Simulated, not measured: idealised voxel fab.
Process module in this document: voxel gate over fins
It is cross-section cut that appears here, measuring 215 nm in width, its square cells being 5 nm in size.
A cross-section is a grid of square cells, given in bands from the top down. A band is one or more rows of cells.
Top, bottom (nm), then materials left to right with widths (nm); lone material tagged "edge to edge" fills the whole band edge to edge; "air" = empty space.
The reference from which all heights are counted is 0, the level beneath which the as-received wafer is entirely one material; the lowest band, having no lower bound, proceeds downward and is written after the example "z 0 and below".
Read "30..40" as a graded width: first number on top, second number at the bottom, same change between each pair of neighbouring rows.
The designation "nothing different", where it is given for a processing step, indicates that no cell of the cross-section was altered in the course of that step.
"Sealed void inventory" lists enclosed empty spaces (at least 8 cells, no open path upward to the top), each as width x height at distance from the left edge, in nm.
If you see something after the settings on a step's line, that's the simulator's own remark about that step.
The optional step-line setting "overlay nm" applies to steps with a mask and quantifies how far to the right of its planned location the mask lay, a negative value indicating leftward placement.
These are the steps we planned for the process
1: RECEIVE, material Si
2: CONFORMAL_DEP, material SiN, thk nm 5
3: MASKED_ETCH, tone cover, mask id FINS, width nm 15, pitch nm 60, etch materials SiN, depth nm 5, overlay nm 0
4: MASKED_ETCH, tone cover, mask id FINS, width nm 15, pitch nm 60, etch materials Si, depth nm 30, overlay nm 0
5: FILL_DEP, material SiO2, thk nm 5
6: CMP, height nm 5
7: MASKED_ETCH, tone open, mask id RAIL, width nm 15, etch materials SiO2, depth nm 30, overlay nm 0
8: CONFORMAL_DEP, material TiN, thk nm 5
9: FILL_DEP, material W, thk nm 5
10: CMP, height nm 5
11: SELECTIVE_ETCH, etch materials W Ru TiN, depth nm 25
12: FILL_DEP, material SiO2, thk nm 5
13: CMP, height nm 5
14: SELECTIVE_ETCH, etch materials SiO2, depth nm 15
15: STRIP, etch materials SiN
16: CONFORMAL_DEP, material HfO2, thk nm 5
17: CONFORMAL_DEP, material TiN, thk nm 5
18: CONFORMAL_DEP, material TiAl, thk nm 5
19: CONFORMAL_DEP, material TiN, thk nm 5
20: FILL_DEP, material W, thk nm 10
21: CMP, height nm 25
22: CONFORMAL_DEP, material SiN, thk nm 5
So, the first of our two wafers, run just as we planned it
as received, after step 1
  z 0 and below | Si edge to edge
  Sealed void inventory: none
You're looking at a cross-section of the wafer after step 2
  z 5 to 0 | SiN edge to edge
  No changes below 0.
You're looking at a cross-section of the wafer after step 3
  z 5 to 0 | air 70, then SiN 15, then air 45, then SiN 15, then air 70
  No changes below 0.
You're looking at a cross-section of the wafer after step 4
  z 5 to 0 | air 70, then SiN 15, then air 45, then SiN 15, then air 70
  z 0 to -30 | air 70, then Si 15, then air 45, then Si 15, then air 70
  No changes below -30.
You're looking at a cross-section of the wafer after step 5
  z 10 to 5 | SiO2 edge to edge
  z 5 to 0 | SiO2 70, then SiN 15, then SiO2 45, then SiN 15, then SiO2 70
  z 0 to -30 | SiO2 70, then Si 15, then SiO2 45, then Si 15, then SiO2 70
  No changes below -30.
You're looking at a cross-section of the wafer after step 6
  z 5 to 0 | SiO2 70, then SiN 15, then SiO2 45, then SiN 15, then SiO2 70
  No changes below 0.
You're looking at a cross-section of the wafer after step 7
  z 5 to 0 | SiO2 70, then SiN 15, then SiO2 15, then air 15, then SiO2 15, then SiN 15, then SiO2 70
  z 0 to -25 | SiO2 70, then Si 15, then SiO2 15, then air 15, then SiO2 15, then Si 15, then SiO2 70
  No changes below -25.
You're looking at a cross-section of the wafer after step 8
  z 10 to 5 | TiN 105, then air 5, then TiN 105
  z 5 to 0 | SiO2 70, then SiN 15, then SiO2 15, then TiN 5, then air 5, then TiN 5, then SiO2 15, then SiN 15, then SiO2 70
  z 0 to -20 | SiO2 70, then Si 15, then SiO2 15, then TiN 5, then air 5, then TiN 5, then SiO2 15, then Si 15, then SiO2 70
  z -20 to -25 | SiO2 70, then Si 15, then SiO2 15, then TiN 15, then SiO2 15, then Si 15, then SiO2 70
  No changes below -25.
You're looking at a cross-section of the wafer after step 9
  z 15 to 10 | W edge to edge
  z 10 to 5 | TiN 105, then W 5, then TiN 105
  z 5 to 0 | SiO2 70, then SiN 15, then SiO2 15, then TiN 5, then W 5, then TiN 5, then SiO2 15, then SiN 15, then SiO2 70
  z 0 to -20 | SiO2 70, then Si 15, then SiO2 15, then TiN 5, then W 5, then TiN 5, then SiO2 15, then Si 15, then SiO2 70
  No changes below -20.
You're looking at a cross-section of the wafer after step 10
  z 5 to 0 | SiO2 70, then SiN 15, then SiO2 15, then TiN 5, then W 5, then TiN 5, then SiO2 15, then SiN 15, then SiO2 70
  No changes below 0.
You're looking at a cross-section of the wafer after step 11
  z 5 to 0 | SiO2 70, then SiN 15, then SiO2 15, then air 15, then SiO2 15, then SiN 15, then SiO2 70
  z 0 to -20 | SiO2 70, then Si 15, then SiO2 15, then air 15, then SiO2 15, then Si 15, then SiO2 70
  No changes below -20.
You're looking at a cross-section of the wafer after step 12
  z 10 to 5 | SiO2 edge to edge
  z 5 to 0 | SiO2 70, then SiN 15, then SiO2 45, then SiN 15, then SiO2 70
  z 0 to -20 | SiO2 70, then Si 15, then SiO2 45, then Si 15, then SiO2 70
  No changes below -20.
You're looking at a cross-section of the wafer after step 13
  z 5 to 0 | SiO2 70, then SiN 15, then SiO2 45, then SiN 15, then SiO2 70
  No changes below 0.
You're looking at a cross-section of the wafer after step 14
  z 5 to 0 | air 70, then SiN 15, then air 45, then SiN 15, then air 70
  z 0 to -10 | air 70, then Si 15, then air 45, then Si 15, then air 70
  No changes below -10.
You're looking at a cross-section of the wafer after step 15
  z 0 to -10 | air 70, then Si 15, then air 45, then Si 15, then air 70
  No changes below -10.
You're looking at a cross-section of the wafer after step 16
  z 5 to 0 | air 65, then HfO2 25, then air 35, then HfO2 25, then air 65
  z 0 to -5 | air 65, then HfO2 5, then Si 15, then HfO2 5, then air 35, then HfO2 5, then Si 15, then HfO2 5, then air 65
  z -5 to -10 | HfO2 70, then Si 15, then HfO2 45, then Si 15, then HfO2 70
  No changes below -10.
You're looking at a cross-section of the wafer after step 17
  z 10 to 5 | air 60, then TiN 35, then air 25, then TiN 35, then air 60
  z 5 to 0 | air 60, then TiN 5, then HfO2 25, then TiN 5, then air 25, then TiN 5, then HfO2 25, then TiN 5, then air 60
  z 0 to -5 | TiN 65, then HfO2 5, then Si 15, then HfO2 5, then TiN 35, then HfO2 5, then Si 15, then HfO2 5, then TiN 65
  No changes below -5.
You're looking at a cross-section of the wafer after step 18
  z 15 to 10 | air 55, then TiAl 45, then air 15, then TiAl 45, then air 55
  z 10 to 5 | air 55, then TiAl 5, then TiN 35, then TiAl 5, then air 15, then TiAl 5, then TiN 35, then TiAl 5, then air 55
  z 5 to 0 | TiAl 60, then TiN 5, then HfO2 25, then TiN 5, then TiAl 25, then TiN 5, then HfO2 25, then TiN 5, then TiAl 60
  No changes below 0.
You're looking at a cross-section of the wafer after step 19
  z 20 to 15 | air 50, then TiN 55, then air 5, then TiN 55, then air 50
  z 15 to 10 | air 50, then TiN 5, then TiAl 45, then TiN 5, then air 5, then TiN 5, then TiAl 45, then TiN 5, then air 50
  z 10 to 5 | TiN 55, then TiAl 5, then TiN 35, then TiAl 5, then TiN 15, then TiAl 5, then TiN 35, then TiAl 5, then TiN 55
  No changes below 5.
You're looking at a cross-section of the wafer after step 20
  z 30 to 20 | W edge to edge
  z 20 to 15 | W 50, then TiN 55, then W 5, then TiN 55, then W 50
  z 15 to 10 | W 50, then TiN 5, then TiAl 45, then TiN 5, then W 5, then TiN 5, then TiAl 45, then TiN 5, then W 50
  No changes below 10.
You're looking at a cross-section of the wafer after step 21
  z 25 to 20 | W edge to edge
  No changes below 20.
You're looking at a cross-section of the wafer after step 22
  z 30 to 25 | SiN edge to edge
  No changes below 25.
Now the other wafer: same start, same recipe, but we messed up one thing when running it. Up to and including step 4 it's the same as the first one
Here is the second wafer in cross-section at the point where step 5 of the plan should have been done
  z 10 to 0 | SiN edge to edge
  z 0 to -30 | SiN 70, then Si 15, then SiN 45, then Si 15, then SiN 70
  No changes below -30.
Here is the second wafer in cross-section at the point where step 6 of the plan should have been done
  z 5 to 0 | SiN edge to edge
  No changes below 0.
Here is the second wafer in cross-section at the point where step 7 of the plan should have been done: nothing different
Here is the second wafer in cross-section at the point where step 8 of the plan should have been done
  z 10 to 5 | TiN edge to edge
  No changes below 5.
Here is the second wafer in cross-section at the point where step 9 of the plan should have been done
  z 15 to 10 | W edge to edge
  No changes below 10.
Here is the second wafer in cross-section at the point where step 10 of the plan should have been done
  z 5 to 0 | SiN edge to edge
  No changes below 0.
Here is the second wafer in cross-section at the point where step 11 of the plan should have been done: nothing different
Here is the second wafer in cross-section at the point where step 12 of the plan should have been done
  z 10 to 5 | SiO2 edge to edge
  No changes below 5.
Here is the second wafer in cross-section at the point where step 13 of the plan should have been done
  z 5 to 0 | SiN edge to edge
  No changes below 0.
Here is the second wafer in cross-section at the point where step 14 of the plan should have been done: nothing different
Here is the second wafer in cross-section at the point where step 15 of the plan should have been done
  z 0 to -30 | air 70, then Si 15, then air 45, then Si 15, then air 70
  No changes below -30.
Here is the second wafer in cross-section at the point where step 16 of the plan should have been done
  z 5 to 0 | air 65, then HfO2 25, then air 35, then HfO2 25, then air 65
  z 0 to -25 | air 65, then HfO2 5, then Si 15, then HfO2 5, then air 35, then HfO2 5, then Si 15, then HfO2 5, then air 65
  z -25 to -30 | HfO2 70, then Si 15, then HfO2 45, then Si 15, then HfO2 70
  No changes below -30.
Here is the second wafer in cross-section at the point where step 17 of the plan should have been done
  z 10 to 5 | air 60, then TiN 35, then air 25, then TiN 35, then air 60
  z 5 to 0 | air 60, then TiN 5, then HfO2 25, then TiN 5, then air 25, then TiN 5, then HfO2 25, then TiN 5, then air 60
  z 0 to -20 | air 60, then TiN 5, then HfO2 5, then Si 15, then HfO2 5, then TiN 5, then air 25, then TiN 5, then HfO2 5, then Si 15, then HfO2 5, then TiN 5, then air 60
  z -20 to -25 | TiN 65, then HfO2 5, then Si 15, then HfO2 5, then TiN 35, then HfO2 5, then Si 15, then HfO2 5, then TiN 65
  No changes below -25.
Here is the second wafer in cross-section at the point where step 18 of the plan should have been done
  z 15 to 10 | air 55, then TiAl 45, then air 15, then TiAl 45, then air 55
  z 10 to 5 | air 55, then TiAl 5, then TiN 35, then TiAl 5, then air 15, then TiAl 5, then TiN 35, then TiAl 5, then air 55
  z 5 to 0 | air 55, then TiAl 5, then TiN 5, then HfO2 25, then TiN 5, then TiAl 5, then air 15, then TiAl 5, then TiN 5, then HfO2 25, then TiN 5, then TiAl 5, then air 55
  z 0 to -15 | air 55, then TiAl 5, then TiN 5, then HfO2 5, then Si 15, then HfO2 5, then TiN 5, then TiAl 5, then air 15, then TiAl 5, then TiN 5, then HfO2 5, then Si 15, then HfO2 5, then TiN 5, then TiAl 5, then air 55
  z -15 to -20 | TiAl 60, then TiN 5, then HfO2 5, then Si 15, then HfO2 5, then TiN 5, then TiAl 25, then TiN 5, then HfO2 5, then Si 15, then HfO2 5, then TiN 5, then TiAl 60
  No changes below -20.
Here is the second wafer in cross-section at the point where step 19 of the plan should have been done
  z 20 to 15 | air 50, then TiN 55, then air 5, then TiN 55, then air 50
  z 15 to 10 | air 50, then TiN 5, then TiAl 45, then TiN 5, then air 5, then TiN 5, then TiAl 45, then TiN 5, then air 50
  z 10 to 5 | air 50, then TiN 5, then TiAl 5, then TiN 35, then TiAl 5, then TiN 5, then air 5, then TiN 5, then TiAl 5, then TiN 35, then TiAl 5, then TiN 5, then air 50
  z 5 to 0 | air 50, then TiN 5, then TiAl 5, then TiN 5, then HfO2 25, then TiN 5, then TiAl 5, then TiN 5, then air 5, then TiN 5, then TiAl 5, then TiN 5, then HfO2 25, then TiN 5, then TiAl 5, then TiN 5, then air 50
  z 0 to -10 | air 50, then TiN 5, then TiAl 5, then TiN 5, then HfO2 5, then Si 15, then HfO2 5, then TiN 5, then TiAl 5, then TiN 5, then air 5, then TiN 5, then TiAl 5, then TiN 5, then HfO2 5, then Si 15, then HfO2 5, then TiN 5, then TiAl 5, then TiN 5, then air 50
  z -10 to -15 | TiN 55, then TiAl 5, then TiN 5, then HfO2 5, then Si 15, then HfO2 5, then TiN 5, then TiAl 5, then TiN 15, then TiAl 5, then TiN 5, then HfO2 5, then Si 15, then HfO2 5, then TiN 5, then TiAl 5, then TiN 55
  No changes below -15.
Here is the second wafer in cross-section at the point where step 20 of the plan should have been done
  z 30 to 20 | W edge to edge
  z 20 to 15 | W 50, then TiN 55, then W 5, then TiN 55, then W 50
  z 15 to 10 | W 50, then TiN 5, then TiAl 45, then TiN 5, then W 5, then TiN 5, then TiAl 45, then TiN 5, then W 50
  z 10 to 5 | W 50, then TiN 5, then TiAl 5, then TiN 35, then TiAl 5, then TiN 5, then W 5, then TiN 5, then TiAl 5, then TiN 35, then TiAl 5, then TiN 5, then W 50
  z 5 to 0 | W 50, then TiN 5, then TiAl 5, then TiN 5, then HfO2 25, then TiN 5, then TiAl 5, then TiN 5, then W 5, then TiN 5, then TiAl 5, then TiN 5, then HfO2 25, then TiN 5, then TiAl 5, then TiN 5, then W 50
  z 0 to -10 | W 50, then TiN 5, then TiAl 5, then TiN 5, then HfO2 5, then Si 15, then HfO2 5, then TiN 5, then TiAl 5, then TiN 5, then W 5, then TiN 5, then TiAl 5, then TiN 5, then HfO2 5, then Si 15, then HfO2 5, then TiN 5, then TiAl 5, then TiN 5, then W 50
  No changes below -10.
Here is the second wafer in cross-section at the point where step 21 of the plan should have been done
  z 25 to 20 | W edge to edge
  No changes below 20.
Here is the second wafer in cross-section at the point where step 22 of the plan should have been done
  z 30 to 25 | SiN edge to edge
  No changes below 25.
What went wrong in running the wafer? step 5 did not use the planned setting and instead ran as FILL_DEP, material SiN, thk nm 5
at the end the second wafer has, in cells: +16 HfO2 | -145 SiO2 | +16 TiAl | +29 TiN | +84 W
